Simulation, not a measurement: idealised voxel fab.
process module | voxel self aligned contacts
Displayed cross-section: cut, width of 260 nm, square cells sized 5 nm.
A cross-section is a grid of square cells, given in bands from the top down. A band is one or more rows of cells.
A band entry consists of two parts. The first gives the height of the band's top and the height of its bottom, in nm. The rest lists the band's materials from left to right, each with its width in nm. A single material labelled with the word "all across" fills the band from edge to edge, and the word "air" marks empty space.
Below 0: as-received wafer, all one material; heights counted from there. Lowest band: no bottom, goes on down, written "0 and below".
Width "30->40": first value at the band's top row of cells, second value at its bottom row, equal change from row to row.
"nothing was modified", as given for a step, is the statement that not any cell of the cross-section underwent a change during that step.
If an empty space has no open way to the top and is at least 8 cells in size, "Sealed void listing" lists it, written width x height at distance, where distance is measured from the left edge and every value is in nm.
It should be noted that, on the line of a given step, the content following the step's settings is a remark produced by the simulator itself with respect to that step.
When a step includes a mask, the "overlay nm" setting on its line states how far to the right of its planned place that mask lay, and negative values state how far to the left.

Steps planned for the process
1,RECEIVE [material Si]
2,OXIDIZE [depth nm 5]
3,DIRECTIONAL_DEP [material polySi] [thk nm 30]
4,DIRECTIONAL_DEP [material SiN] [thk nm 15]
5,MASKED_ETCH [tone cover] [mask id GATE] [width nm 25] [pitch nm 60] [etch materials SiN] [depth nm 15] [overlay nm 0]
6,MASKED_ETCH [tone cover] [mask id GATE] [width nm 25] [pitch nm 60] [etch materials polySi] [depth nm 30] [overlay nm 0]
7,CONFORMAL_DEP [material SiN] [thk nm 5]
8,DIRECTIONAL_ETCH [etch materials SiN] [depth nm 5]
9,FILL_DEP [material SiO2] [thk nm 20]
10,CMP [height nm 55]
11,MASKED_ETCH [tone open] [mask id CONTACT] [width nm 45] [etch materials SiO2] [depth nm 60] [overlay nm 0]
12,CONFORMAL_DEP [material TiN] [thk nm 5]
13,FILL_DEP [material W] [thk nm 10]
14,CMP [height nm 55]
15,CONFORMAL_DEP [material SiN] [thk nm 5]

So, the first of our two wafers, run just as we planned it

This is the cross-section of the wafer as we received it, i.e. after step 1
> 0 and below: Si all across
> Sealed void listing: none

Step 2 complete: cross-section through the wafer
> 0 down to -5: SiO2 all across
> For the remainder of the cross-section, below -5, there is no change.

Step 3 complete: cross-section through the wafer
> 30 down to 0: polySi all across
> For the remainder of the cross-section, below 0, there is no change.

Step 4 complete: cross-section through the wafer
> 45 down to 30: SiN all across
> For the remainder of the cross-section, below 30, there is no change.

Step 5 complete: cross-section through the wafer
> 45 down to 30: 85 of air / 25 of SiN / 35 of air / 25 of SiN / 90 of air
> For the remainder of the cross-section, below 30, there is no change.

Step 6 complete: cross-section through the wafer
> 45 down to 30: 85 of air / 25 of SiN / 35 of air / 25 of SiN / 90 of air
> 30 down to 0: 85 of air / 25 of polySi / 35 of air / 25 of polySi / 90 of air
> For the remainder of the cross-section, below 0, there is no change.

Step 7 complete: cross-section through the wafer
> 50 down to 30: 80 of air / 35 of SiN / 25 of air / 35 of SiN / 85 of air
> 30 down to 5: 80 of air / 5 of SiN / 25 of polySi / 5 of SiN / 25 of air / 5 of SiN / 25 of polySi / 5 of SiN / 85 of air
> 5 down to 0: 85 of SiN / 25 of polySi / 35 of SiN / 25 of polySi / 90 of SiN
> For the remainder of the cross-section, below 0, there is no change.

Step 8 complete: cross-section through the wafer
> 45 down to 30: 80 of air / 35 of SiN / 25 of air / 35 of SiN / 85 of air
> 30 down to 0: 80 of air / 5 of SiN / 25 of polySi / 5 of SiN / 25 of air / 5 of SiN / 25 of polySi / 5 of SiN / 85 of air
> For the remainder of the cross-section, below 0, there is no change.

Step 9 complete: cross-section through the wafer
> 65 down to 45: SiO2 all across
> 45 down to 30: 80 of SiO2 / 35 of SiN / 25 of SiO2 / 35 of SiN / 85 of SiO2
> 30 down to 0: 80 of SiO2 / 5 of SiN / 25 of polySi / 5 of SiN / 25 of SiO2 / 5 of SiN / 25 of polySi / 5 of SiN / 85 of SiO2
> For the remainder of the cross-section, below 0, there is no change.

Step 10 complete: cross-section through the wafer
> 55 down to 45: SiO2 all across
> For the remainder of the cross-section, below 45, there is no change.

Step 11 complete: cross-section through the wafer
> 55 down to 45: 105 of SiO2 / 45 of air / 110 of SiO2
> 45 down to 30: 80 of SiO2 / 35 of SiN / 25 of air / 35 of SiN / 85 of SiO2
> 30 down to 0: 80 of SiO2 / 5 of SiN / 25 of polySi / 5 of SiN / 25 of air / 5 of SiN / 25 of polySi / 5 of SiN / 85 of SiO2
> 0 down to -5: 115 of SiO2 / 25 of air / 120 of SiO2
> For the remainder of the cross-section, below -5, there is no change.

Step 12 complete: cross-section through the wafer
> 60 down to 55: 110 of TiN / 35 of air / 115 of TiN
> 55 down to 45: 105 of SiO2 / 5->15 of TiN / 35->15 of air / 5->15 of TiN / 110 of SiO2
> 45 down to 30: 80 of SiO2 / 35 of SiN / 5 of TiN / 15 of air / 5 of TiN / 35 of SiN / 85 of SiO2
> 30 down to 0: 80 of SiO2 / 5 of SiN / 25 of polySi / 5 of SiN / 5 of TiN / 15 of air / 5 of TiN / 5 of SiN / 25 of polySi / 5 of SiN / 85 of SiO2
> 0 down to -5: 115 of SiO2 / 25 of TiN / 120 of SiO2
> For the remainder of the cross-section, below -5, there is no change.

Step 13 complete: cross-section through the wafer
> 70 down to 60: W all across
> 60 down to 55: 110 of TiN / 35 of W / 115 of TiN
> 55 down to 45: 105 of SiO2 / 5->15 of TiN / 35->15 of W / 5->15 of TiN / 110 of SiO2
> 45 down to 30: 80 of SiO2 / 35 of SiN / 5 of TiN / 15 of W / 5 of TiN / 35 of SiN / 85 of SiO2
> 30 down to 0: 80 of SiO2 / 5 of SiN / 25 of polySi / 5 of SiN / 5 of TiN / 15 of W / 5 of TiN / 5 of SiN / 25 of polySi / 5 of SiN / 85 of SiO2
> For the remainder of the cross-section, below 0, there is no change.

Step 14 complete: cross-section through the wafer
> 55 down to 45: 105 of SiO2 / 5->15 of TiN / 35->15 of W / 5->15 of TiN / 110 of SiO2
> For the remainder of the cross-section, below 45, there is no change.

Step 15 complete: cross-section through the wafer
> 60 down to 55: SiN all across
> For the remainder of the cross-section, below 55, there is no change.

Second wafer - shared start and plan with the first - one error in running - same as the first up to step 10 inclusive

Second wafer, section view, time point: scheduled end of step 11
> 55 down to 45: 115 of SiO2 / 45 of air / 100 of SiO2
> 45 down to 30: 80 of SiO2 / 35 of SiN / 25 of air / 35 of SiN / 85 of SiO2
> 30 down to 0: 80 of SiO2 / 5 of SiN / 25 of polySi / 5 of SiN / 25 of air / 5 of SiN / 25 of polySi / 5 of SiN / 85 of SiO2
> 0 down to -5: 115 of SiO2 / 25 of air / 120 of SiO2
> For the remainder of the cross-section, below -5, there is no change.

Second wafer, section view, time point: scheduled end of step 12
> 60 down to 55: 120 of TiN / 35 of air / 105 of TiN
> 55 down to 45: 115 of SiO2 / 5 of TiN / 35->15 of air / 5->25 of TiN / 100 of SiO2
> 45 down to 30: 80 of SiO2 / 35 of SiN / 5 of TiN / 15 of air / 5 of TiN / 35 of SiN / 85 of SiO2
> 30 down to 0: 80 of SiO2 / 5 of SiN / 25 of polySi / 5 of SiN / 5 of TiN / 15 of air / 5 of TiN / 5 of SiN / 25 of polySi / 5 of SiN / 85 of SiO2
> 0 down to -5: 115 of SiO2 / 25 of TiN / 120 of SiO2
> For the remainder of the cross-section, below -5, there is no change.

Second wafer, section view, time point: scheduled end of step 13
> 70 down to 60: W all across
> 60 down to 55: 120 of TiN / 35 of W / 105 of TiN
> 55 down to 45: 115 of SiO2 / 5 of TiN / 35->15 of W / 5->25 of TiN / 100 of SiO2
> 45 down to 30: 80 of SiO2 / 35 of SiN / 5 of TiN / 15 of W / 5 of TiN / 35 of SiN / 85 of SiO2
> 30 down to 0: 80 of SiO2 / 5 of SiN / 25 of polySi / 5 of SiN / 5 of TiN / 15 of W / 5 of TiN / 5 of SiN / 25 of polySi / 5 of SiN / 85 of SiO2
> For the remainder of the cross-section, below 0, there is no change.

Second wafer, section view, time point: scheduled end of step 14
> 55 down to 45: 115 of SiO2 / 5 of TiN / 35->15 of W / 5->25 of TiN / 100 of SiO2
> For the remainder of the cross-section, below 45, there is no change.

Second wafer, section view, time point: scheduled end of step 15
> 60 down to 55: SiN all across
> For the remainder of the cross-section, below 55, there is no change.
Misprocessing identified: off-plan run, step 11, actual operation and settings MASKED_ETCH [tone open] [mask id CONTACT] [width nm 45] [etch materials SiO2] [depth nm 60] [overlay nm 10]
at the end the second wafer has, in cells: as many of each material as the first, in other places
